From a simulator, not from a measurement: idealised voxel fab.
process module | voxel capacitor over wiring
cross-section cut | 265 nm wide | cells 5 nm
A cross-section is a grid of square cells, given in bands from the top down. A band is one or more rows of cells.
Each band's line starts with the height of the band's top and of its bottom, in nm. Then come its materials from left to right, each with its width in nm. One material with "throughout" fills the band from edge to edge. "air" is empty space.
Height 0 is the level under which the wafer as received is all one material. The lowest band goes on downwards, as in "0 down".
A width such as "30 to 40" changes by the same amount from each row of cells to the next, from the band's top row to its bottom row.
"no change" after a step means that no cell of the cross-section changed.
closed voids: empty space of 8 cells or more with no open way to the top, each as width x height at its distance from the left edge, in nm
after a step's settings: what the simulator itself notes on the step
overlay nm, on a step with a mask: how far to the right of its planned place the mask lay; to the left if negative
plan
1 op RECEIVE | material Si
2 op CONFORMAL_DEP | material SiO2 | thk nm 10
3 op DIRECTIONAL_DEP | material TiN | thk nm 5
4 op DIRECTIONAL_DEP | material W | thk nm 25
5 op DIRECTIONAL_DEP | material aC | thk nm 10
6 op PATTERN | tone cover | mask id METAL_1 | material resist | width nm 20 | pitch nm 80 | thk nm 25 | overlay nm 0
7 op DIRECTIONAL_ETCH | etch materials aC | depth nm 10
8 op STRIP | etch materials resist
9 op DIRECTIONAL_ETCH | etch materials W | depth nm 25
10 op DIRECTIONAL_ETCH | etch materials TiN | depth nm 5
11 op STRIP | etch materials aC
12 op CONFORMAL_DEP | material SiCN | thk nm 5
13 op FILL_DEP | material SiO2 | thk nm 10
14 op CMP | height nm 40
15 op CONFORMAL_DEP | material SiCN | thk nm 5
16 op DIRECTIONAL_DEP | material SiO2 | thk nm 20
17 op PATTERN | tone open | mask id PLUG_1 | material resist | width nm 15 | thk nm 20 | overlay nm 0
18 op DIRECTIONAL_ETCH | etch materials SiO2 | depth nm 20
19 op DIRECTIONAL_ETCH | etch materials SiCN | depth nm 5
20 op STRIP | etch materials resist
21 op EPI | material Ru | thk nm 10
22 op EPI | material Ru | thk nm 10
23 op EPI | material Ru | thk nm 5
24 op DIRECTIONAL_DEP | material TiN | thk nm 10
25 op DIRECTIONAL_DEP | material Al2O3 | thk nm 5
26 op DIRECTIONAL_DEP | material TiN | thk nm 10
27 op MASKED_ETCH | tone cover | mask id UPPER_PLATE | width nm 65 | etch materials TiN | depth nm 10 | overlay nm 0
28 op MASKED_ETCH | tone cover | mask id UPPER_PLATE | width nm 65 | etch materials Al2O3 | depth nm 5 | overlay nm 0
29 op PATTERN | tone cover | mask id LOWER_PLATE | material resist | width nm 75 | thk nm 20 | overlay nm 0
30 op DIRECTIONAL_ETCH | etch materials TiN | depth nm 10
31 op STRIP | etch materials resist
32 op FILL_DEP | material SiO2 | thk nm 20
33 op CMP | height nm 105
34 op MASKED_ETCH | tone open | mask id PLUG_2 | width nm 15 | etch materials SiO2 | depth nm 15 | overlay nm 0
35 op CONFORMAL_DEP | material TiN | thk nm 5
36 op FILL_DEP | material Ru | thk nm 10
37 op CMP | height nm 105
38 op CONFORMAL_DEP | material SiN | thk nm 5
first wafer, as planned
as received, after step 1
  0 down: Si throughout
  closed voids: none
after step 2
  10 to 0: SiO2 throughout
  below 0: unchanged
after step 3
  15 to 10: TiN throughout
  below 10: unchanged
after step 4
  40 to 15: W throughout
  below 15: unchanged
after step 5
  50 to 40: aC throughout
  below 40: unchanged
after step 6
  75 to 50: air 80 | resist 20 | air 60 | resist 20 | air 85
  below 50: unchanged
after step 7
  65 to 50: air 80 | resist 20 | air 60 | resist 20 | air 85
  50 to 40: air 80 | aC 20 | air 60 | aC 20 | air 85
  below 40: unchanged
after step 8
  50 to 40: air 80 | aC 20 | air 60 | aC 20 | air 85
  below 40: unchanged
after step 9
  50 to 40: air 80 | aC 20 | air 60 | aC 20 | air 85
  40 to 15: air 80 | W 20 | air 60 | W 20 | air 85
  below 15: unchanged
after step 10
  50 to 40: air 80 | aC 20 | air 60 | aC 20 | air 85
  40 to 15: air 80 | W 20 | air 60 | W 20 | air 85
  15 to 10: air 80 | TiN 20 | air 60 | TiN 20 | air 85
  below 10: unchanged
after step 11
  40 to 15: air 80 | W 20 | air 60 | W 20 | air 85
  below 15: unchanged
after step 12
  45 to 40: air 75 | SiCN 30 | air 50 | SiCN 30 | air 80
  40 to 15: air 75 | SiCN 5 | W 20 | SiCN 5 | air 50 | SiCN 5 | W 20 | SiCN 5 | air 80
  15 to 10: SiCN 80 | TiN 20 | SiCN 60 | TiN 20 | SiCN 85
  below 10: unchanged
after step 13
  55 to 45: SiO2 throughout
  45 to 40: SiO2 75 | SiCN 30 | SiO2 50 | SiCN 30 | SiO2 80
  40 to 15: SiO2 75 | SiCN 5 | W 20 | SiCN 5 | SiO2 50 | SiCN 5 | W 20 | SiCN 5 | SiO2 80
  below 15: unchanged
after step 14
  40 to 15: SiO2 75 | SiCN 5 | W 20 | SiCN 5 | SiO2 50 | SiCN 5 | W 20 | SiCN 5 | SiO2 80
  below 15: unchanged
after step 15
  45 to 40: SiCN throughout
  below 40: unchanged
after step 16
  65 to 45: SiO2 throughout
  below 45: unchanged
after step 17
  85 to 65: resist 85 | air 15 | resist 165
  below 65: unchanged
after step 18
  85 to 65: resist 85 | air 15 | resist 165
  65 to 45: SiO2 85 | air 15 | SiO2 165
  below 45: unchanged
after step 19
  85 to 65: resist 85 | air 15 | resist 165
  65 to 45: SiO2 85 | air 15 | SiO2 165
  45 to 40: SiCN 85 | air 15 | SiCN 165
  below 40: unchanged
after step 20
  65 to 45: SiO2 85 | air 15 | SiO2 165
  below 45: unchanged
after step 21
  65 to 50: SiO2 85 | air 15 | SiO2 165
  50 to 45: SiO2 85 | Ru 15 | SiO2 165
  45 to 40: SiCN 85 | Ru 15 | SiCN 165
  below 40: unchanged
after step 22
  65 to 60: SiO2 85 | air 15 | SiO2 165
  60 to 45: SiO2 85 | Ru 15 | SiO2 165
  below 45: unchanged
after step 23
  65 to 45: SiO2 85 | Ru 15 | SiO2 165
  below 45: unchanged
after step 24
  75 to 65: TiN throughout
  below 65: unchanged
after step 25
  80 to 75: Al2O3 throughout
  below 75: unchanged
after step 26
  90 to 80: TiN throughout
  below 80: unchanged
after step 27
  90 to 80: air 85 | TiN 65 | air 115
  below 80: unchanged
after step 28
  90 to 80: air 85 | TiN 65 | air 115
  80 to 75: air 85 | Al2O3 65 | air 115
  below 75: unchanged
after step 29
  110 to 90: air 80 | resist 75 | air 110
  90 to 80: air 80 | resist 5 | TiN 65 | resist 5 | air 110
  80 to 75: air 80 | resist 5 | Al2O3 65 | resist 5 | air 110
  below 75: unchanged
after step 30
  110 to 90: air 80 | resist 75 | air 110
  90 to 80: air 80 | resist 5 | TiN 65 | resist 5 | air 110
  80 to 75: air 80 | resist 5 | Al2O3 65 | resist 5 | air 110
  75 to 65: air 80 | TiN 75 | air 110
  below 65: unchanged
after step 31
  90 to 80: air 85 | TiN 65 | air 115
  80 to 75: air 85 | Al2O3 65 | air 115
  below 75: unchanged
after step 32
  110 to 90: SiO2 throughout
  90 to 80: SiO2 85 | TiN 65 | SiO2 115
  80 to 75: SiO2 85 | Al2O3 65 | SiO2 115
  75 to 65: SiO2 80 | TiN 75 | SiO2 110
  below 65: unchanged
after step 33
  105 to 90: SiO2 throughout
  below 90: unchanged
after step 34
  105 to 90: SiO2 95 | air 15 | SiO2 155
  below 90: unchanged
after step 35
  110 to 105: TiN 100 | air 5 | TiN 160
  105 to 95: SiO2 95 | TiN 5 | air 5 | TiN 5 | SiO2 155
  95 to 90: SiO2 95 | TiN 15 | SiO2 155
  below 90: unchanged
after step 36
  120 to 110: Ru throughout
  110 to 105: TiN 100 | Ru 5 | TiN 160
  105 to 95: SiO2 95 | TiN 5 | Ru 5 | TiN 5 | SiO2 155
  below 95: unchanged
after step 37
  105 to 95: SiO2 95 | TiN 5 | Ru 5 | TiN 5 | SiO2 155
  below 95: unchanged
after step 38
  110 to 105: SiN throughout
  below 105: unchanged
second wafer: like start, like plan, one mistake. Through step 15 it matches the first wafer
when step 16 should have ended
  85 to 45: SiO2 throughout
  below 45: unchanged
when step 17 should have ended
  105 to 85: resist 85 | air 15 | resist 165
  below 85: unchanged
when step 18 should have ended
  105 to 85: resist 85 | air 15 | resist 165
  85 to 65: SiO2 85 | air 15 | SiO2 165
  below 65: unchanged
when step 19 should have ended: no change
when step 20 should have ended
  85 to 65: SiO2 85 | air 15 | SiO2 165
  below 65: unchanged
when step 21 should have ended: no change
when step 22 should have ended: no change
when step 23 should have ended: no change
when step 24 should have ended
  95 to 85: TiN 85 | air 15 | TiN 165
  85 to 75: SiO2 85 | air 15 | SiO2 165
  75 to 65: SiO2 85 | TiN 15 | SiO2 165
  below 65: unchanged
when step 25 should have ended
  100 to 95: Al2O3 85 | air 15 | Al2O3 165
  95 to 85: TiN 85 | air 15 | TiN 165
  85 to 80: SiO2 85 | air 15 | SiO2 165
  80 to 75: SiO2 85 | Al2O3 15 | SiO2 165
  below 75: unchanged
when step 26 should have ended
  110 to 100: TiN 85 | air 15 | TiN 165
  100 to 95: Al2O3 85 | air 15 | Al2O3 165
  95 to 90: TiN 85 | air 15 | TiN 165
  90 to 85: TiN throughout
  85 to 80: SiO2 85 | TiN 15 | SiO2 165
  below 80: unchanged
when step 27 should have ended
  110 to 100: air 100 | TiN 50 | air 115
  below 100: unchanged
when step 28 should have ended
  110 to 100: air 100 | TiN 50 | air 115
  100 to 95: air 100 | Al2O3 50 | air 115
  below 95: unchanged
when step 29 should have ended
  130 to 110: air 80 | resist 75 | air 110
  110 to 100: air 80 | resist 20 | TiN 50 | resist 5 | air 110
  100 to 95: air 80 | resist 20 | Al2O3 50 | resist 5 | air 110
  95 to 90: TiN 85 | resist 15 | TiN 165
  below 90: unchanged
when step 30 should have ended
  130 to 110: air 80 | resist 75 | air 110
  110 to 100: air 80 | resist 20 | TiN 50 | resist 5 | air 110
  100 to 95: air 80 | resist 20 | Al2O3 50 | resist 5 | air 110
  95 to 90: air 80 | TiN 5 | resist 15 | TiN 55 | air 110
  90 to 85: air 80 | TiN 75 | air 110
  below 85: unchanged
when step 31 should have ended
  110 to 100: air 100 | TiN 50 | air 115
  100 to 95: air 100 | Al2O3 50 | air 115
  95 to 90: air 80 | TiN 5 | air 15 | TiN 55 | air 110
  below 90: unchanged
when step 32 should have ended
  130 to 110: SiO2 throughout
  110 to 100: SiO2 100 | TiN 50 | SiO2 115
  100 to 95: SiO2 100 | Al2O3 50 | SiO2 115
  95 to 90: SiO2 80 | TiN 5 | SiO2 15 | TiN 55 | SiO2 110
  90 to 80: SiO2 80 to 85 | TiN 75 to 15 | SiO2 110 to 165
  below 80: unchanged
when step 33 should have ended
  105 to 100: SiO2 100 | TiN 50 | SiO2 115
  below 100: unchanged
when step 34 should have ended
  105 to 100: SiO2 95 | air 5 | TiN 50 | SiO2 115
  100 to 95: SiO2 95 | air 5 | Al2O3 50 | SiO2 115
  95 to 90: SiO2 80 | TiN 5 | SiO2 10 | air 5 | TiN 55 | SiO2 110
  below 90: unchanged
when step 35 should have ended
  110 to 105: TiN throughout
  105 to 100: SiO2 95 | TiN 55 | SiO2 115
  100 to 95: SiO2 95 | TiN 5 | Al2O3 50 | SiO2 115
  95 to 90: SiO2 80 | TiN 5 | SiO2 10 | TiN 60 | SiO2 110
  below 90: unchanged
when step 36 should have ended
  120 to 110: Ru throughout
  below 110: unchanged
when step 37 should have ended
  105 to 100: SiO2 95 | TiN 55 | SiO2 115
  below 100: unchanged
when step 38 should have ended
  110 to 105: SiN throughout
  below 105: unchanged
what went wrong: step 16 was run twice
at the end the second wafer has, in cells: 17 fewer of Ru | 3 more of SiCN | 28 more of SiO2 | 14 fewer of TiN
